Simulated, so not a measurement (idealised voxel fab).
process module | voxel self aligned vias
cross-section cut | 255 nm wide | cells 5 nm
A cross-section is a grid of square cells, given in bands from the top down. A band is one or more rows of cells.
Each band's line starts with the height of the band's top and of its bottom, in nm. Then come its materials from left to right, each with its width in nm. One material with "throughout" fills the band from edge to edge. "air" is empty space.
Height 0 is the level under which the wafer as received is all one material. The lowest band goes on downwards, as in "0 down".
A width such as "30 to 40" changes by the same amount from each row of cells to the next, from the band's top row to its bottom row.
"no change" after a step means that no cell of the cross-section changed.
closed voids: empty space of 8 cells or more with no open way to the top, each as width x height at its distance from the left edge, in nm
after a step's settings: what the simulator itself notes on the step
overlay nm, on a step with a mask: how far to the right of its planned place the mask lay; to the left if negative
Each pair below shows a cross-section before one step and the cross-section after it, down to the lowest band that changed. The line under each pair gives the step between them, with its settings. The pairs can come from different runs of this module on the same starting wafer, so a pair continues from the pair above only where its "before" says so.
before
  60 to 40: Cu throughout
  40 to 35: SiO2 70 | SiN 30 | SiO2 50 | SiN 30 | SiO2 75
  35 to 25: SiO2 70 | TiN 5 | W 20 | TiN 5 | SiO2 50 | TiN 5 | W 20 | TiN 5 | SiO2 75
  25 to 20: SiO2 70 | TiN 30 | SiO2 50 | TiN 30 | SiO2 75
  20 to 15: SiCN throughout
  15 to 0: SiO2 throughout
  0 down: Si throughout
  closed voids: none
after
  75 to 60: aC throughout
  below 60: unchanged
  closed voids: none
the step between: op DIRECTIONAL_DEP | material aC | thk nm 15
before: the cross-section after the pair above
after
  105 to 75: resist 60 | air 50 | resist 145
  below 75: unchanged
  closed voids: none
the step between: op PATTERN | tone open | mask id VIAS | material resist | width nm 50 | thk nm 30 | overlay nm 0
before: the cross-section after the pair above
after
  90 to 75: resist 60 | air 50 | resist 145
  75 to 60: aC 60 | air 50 | aC 145
  below 60: unchanged
  closed voids: none
the step between: op DIRECTIONAL_ETCH | etch materials aC | depth nm 15
before: the cross-section after the pair above
after
  75 to 60: aC 60 | air 50 | aC 145
  below 60: unchanged
  closed voids: none
the step between: op STRIP | etch materials resist
before: the cross-section after the pair above
after
  60 to 40: Cu throughout
  below 40: unchanged
  closed voids: none
the step between: op STRIP | etch materials aC
before: the cross-section after the pair above
after
  65 to 60: TiN throughout
  below 60: unchanged
  closed voids: none
the step between: op CONFORMAL_DEP | material TiN | thk nm 5
before: the cross-section after the pair above
after
  70 to 65: Cu throughout
  below 65: unchanged
  closed voids: none
the step between: op FILL_DEP | material Cu | thk nm 5
before: the cross-section after the pair above
after
  60 to 40: Cu throughout
  below 40: unchanged
  closed voids: none
the step between: op CMP | height nm 60
before: the cross-section after the pair above
after
  65 to 60: SiN throughout
  below 60: unchanged
  closed voids: none
the step between: op CONFORMAL_DEP | material SiN | thk nm 5
before
  40 to 20: SiO2 throughout
  20 to 15: SiCN throughout
  15 to 0: SiO2 throughout
  0 down: Si throughout
  closed voids: none
after
  60 to 40: air 70 | resist 30 | air 50 | resist 30 | air 75
  below 40: unchanged
  closed voids: none
the step between: op PATTERN | tone cover | mask id LINES | material resist | width nm 30 | pitch nm 80 | thk nm 20 | overlay nm 0
before: the cross-section after the pair above
after
  60 to 40: air 70 | resist 30 | air 50 | resist 30 | air 75
  40 to 20: air 70 | SiO2 30 | air 50 | SiO2 30 | air 75
  below 20: unchanged
  closed voids: none
the step between: op DIRECTIONAL_ETCH | etch materials SiO2 | depth nm 20
before: the cross-section after the pair above
after
  40 to 20: air 70 | SiO2 30 | air 50 | SiO2 30 | air 75
  below 20: unchanged
  closed voids: none
the step between: op STRIP | etch materials resist
before: the cross-section after the pair above
after
  45 to 40: air 65 | TiN 40 | air 40 | TiN 40 | air 70
  40 to 25: air 65 | TiN 5 | SiO2 30 | TiN 5 | air 40 | TiN 5 | SiO2 30 | TiN 5 | air 70
  25 to 20: TiN 70 | SiO2 30 | TiN 50 | SiO2 30 | TiN 75
  below 20: unchanged
  closed voids: none
the step between: op CONFORMAL_DEP | material TiN | thk nm 5
before: the cross-section after the pair above
after
  55 to 45: W throughout
  45 to 40: W 65 | TiN 40 | W 40 | TiN 40 | W 70
  40 to 25: W 65 | TiN 5 | SiO2 30 | TiN 5 | W 40 | TiN 5 | SiO2 30 | TiN 5 | W 70
  below 25: unchanged
  closed voids: none
the step between: op FILL_DEP | material W | thk nm 10
before: the cross-section after the pair above
after
  40 to 25: W 65 | TiN 5 | SiO2 30 | TiN 5 | W 40 | TiN 5 | SiO2 30 | TiN 5 | W 70
  below 25: unchanged
  closed voids: none
the step between: op CMP | height nm 40
before: the cross-section after the pair above
after
  40 to 35: air 70 | SiO2 30 | air 50 | SiO2 30 | air 75
  below 35: unchanged
  closed voids: none
the step between: op SELECTIVE_ETCH | etch materials W Ru TiN | depth nm 5
before: the cross-section after the pair above
after
  50 to 40: SiN throughout
  40 to 35: SiN 70 | SiO2 30 | SiN 50 | SiO2 30 | SiN 75
  below 35: unchanged
  closed voids: none
the step between: op FILL_DEP | material SiN | thk nm 10
before: the cross-section after the pair above
after
  40 to 35: SiN 70 | SiO2 30 | SiN 50 | SiO2 30 | SiN 75
  below 35: unchanged
  closed voids: none
the step between: op CMP | height nm 40
before: the cross-section after the pair above
after
  60 to 40: SiO2 throughout
  below 40: unchanged
  closed voids: none
the step between: op DIRECTIONAL_DEP | material SiO2 | thk nm 20
before: the cross-section after the pair above
after
  75 to 60: aC throughout
  below 60: unchanged
  closed voids: none
the step between: op DIRECTIONAL_DEP | material aC | thk nm 15
before: the cross-section after the pair above
after
  105 to 75: resist 60 | air 50 | resist 145
  below 75: unchanged
  closed voids: none
the step between: op PATTERN | tone open | mask id VIAS | material resist | width nm 50 | thk nm 30 | overlay nm 0
before: the cross-section after the pair above
after
  90 to 75: resist 60 | air 50 | resist 145
  75 to 60: aC 60 | air 50 | aC 145
  below 60: unchanged
  closed voids: none
the step between: op DIRECTIONAL_ETCH | etch materials aC | depth nm 15
before: the cross-section after the pair above
after
  75 to 60: aC 60 | air 50 | aC 145
  below 60: unchanged
  closed voids: none
the step between: op STRIP | etch materials resist
before: the cross-section after the pair above
after
  75 to 60: aC 60 | air 50 | aC 145
  60 to 40: SiO2 60 | air 50 | SiO2 145
  below 40: unchanged
  closed voids: none
the step between: op DIRECTIONAL_ETCH | etch materials SiO2 | depth nm 20
before: the cross-section after the pair above
after
  75 to 60: aC 60 | air 50 | aC 145
  60 to 40: SiO2 60 | air 50 | SiO2 145
  40 to 35: SiN 60 | air 10 | SiO2 30 | air 10 | SiN 40 | SiO2 30 | SiN 75
  below 35: unchanged
  closed voids: none
the step between: op DIRECTIONAL_ETCH | etch materials SiN | depth nm 5
before: the cross-section after the pair above
after
  60 to 40: SiO2 60 | air 50 | SiO2 145
  below 40: unchanged
  closed voids: none
the step between: op STRIP | etch materials aC
before: the cross-section after the pair above
after
  65 to 60: TiN 65 | air 40 | TiN 150
  60 to 45: SiO2 60 | TiN 5 | air 40 | TiN 5 | SiO2 145
  45 to 40: SiO2 60 | TiN 50 | SiO2 145
  40 to 35: SiN 60 | TiN 10 | SiO2 30 | TiN 10 | SiN 40 | SiO2 30 | SiN 75
  below 35: unchanged
  closed voids: none
the step between: op CONFORMAL_DEP | material TiN | thk nm 5
before: the cross-section after the pair above
after
  70 to 65: Cu throughout
  65 to 60: TiN 65 | Cu 40 | TiN 150
  60 to 45: SiO2 60 | TiN 5 | Cu 40 | TiN 5 | SiO2 145
  below 45: unchanged
  closed voids: none
the step between: op FILL_DEP | material Cu | thk nm 5
before: the cross-section after the pair above
after
  60 to 45: SiO2 60 | TiN 5 | Cu 40 | TiN 5 | SiO2 145
  below 45: unchanged
  closed voids: none
the step between: op CMP | height nm 60
before: the cross-section after the pair above
after
  65 to 60: SiN throughout
  below 60: unchanged
  closed voids: none
the step between: op CONFORMAL_DEP | material SiN | thk nm 5
